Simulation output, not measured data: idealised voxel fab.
Presented below is a process module, voxel ribs on slabs.
It is cross-section cut that appears here, measuring 250 nm in width, its square cells being 5 nm in size.
Just so we're on the same page, the cross-sections are grids of square cells, and they're listed out in bands top to bottom, each band one or more rows deep. Band: top and bottom heights (nm) first, top before bottom; then materials from left to right, widths in nm. "throughout" marks a sole material filling the band edge to edge. "blank" denotes empty space. All heights in this document are referenced to 0, defined as the level beneath which the wafer, as received, consists entirely of one material. The lowest band is not bounded below; it extends indefinitely downward and is written in the form "0 -> down". The notation "30->40" denotes a width that varies across the rows of cells in the band, beginning at the first number in the top row, finishing at the second number in the bottom row, and changing by an identical amount from each row to the next. Any step labelled "nothing was modified" changed none of the cells in the cross-section. So "Enclosed cavities" is basically the list of trapped voids: any empty space of 8 cells or more that can't reach the top through an opening. They're written width x height at distance, the distance being from the left edge, and it's all nm. Step line, after settings: the simulator's comment on this step. A step line may carry the setting "overlay nm", which, for steps involving a mask, states the distance by which the mask lay to the right of its intended position; negative values denote displacement to the left.

Planned process steps
1,RECEIVE,material Si
2,DIRECTIONAL_DEP,material SiO2,thk nm 25
3,DIRECTIONAL_DEP,material SiN,thk nm 15
4,MASKED_ETCH,tone cover,mask id RIB,width nm 20,etch materials SiN,depth nm 10,overlay nm 0
5,MASKED_ETCH,tone cover,mask id SLAB,width nm 60,etch materials SiN,depth nm 5,overlay nm 0
6,FILL_DEP,material SiO2,thk nm 20
7,CMP,height nm 50
8,DIRECTIONAL_DEP,material TiN,thk nm 5
9,MASKED_ETCH,tone cover,mask id HEATER,width nm 30,etch materials TiN,depth nm 5,overlay nm 0
10,CONFORMAL_DEP,material SiO2,thk nm 5

Wafer as received: cross-section following step 1
	0 -> down  Si throughout
	Enclosed cavities: none

Cross-sectional result after module completion. Note: starting condition and plan are unchanged from above; one processing mistake was made
	60 -> 55  105 of blank, then 40 of SiO2, then 105 of blank
	55 -> 50  110 of SiO2, then 30 of TiN, then 110 of SiO2
	50 -> 35  SiO2 throughout
	35 -> 25  115 of SiO2, then 20 of SiN, then 115 of SiO2
	25 -> 20  95 of SiO2, then 60 of SiN, then 95 of SiO2
	20 -> 0  SiO2 throughout
	0 -> down  Si throughout
	Enclosed cavities: none
Want to know what went wrong? step 2 did not use the planned setting and instead ran as DIRECTIONAL_DEP,material SiO2,thk nm 20
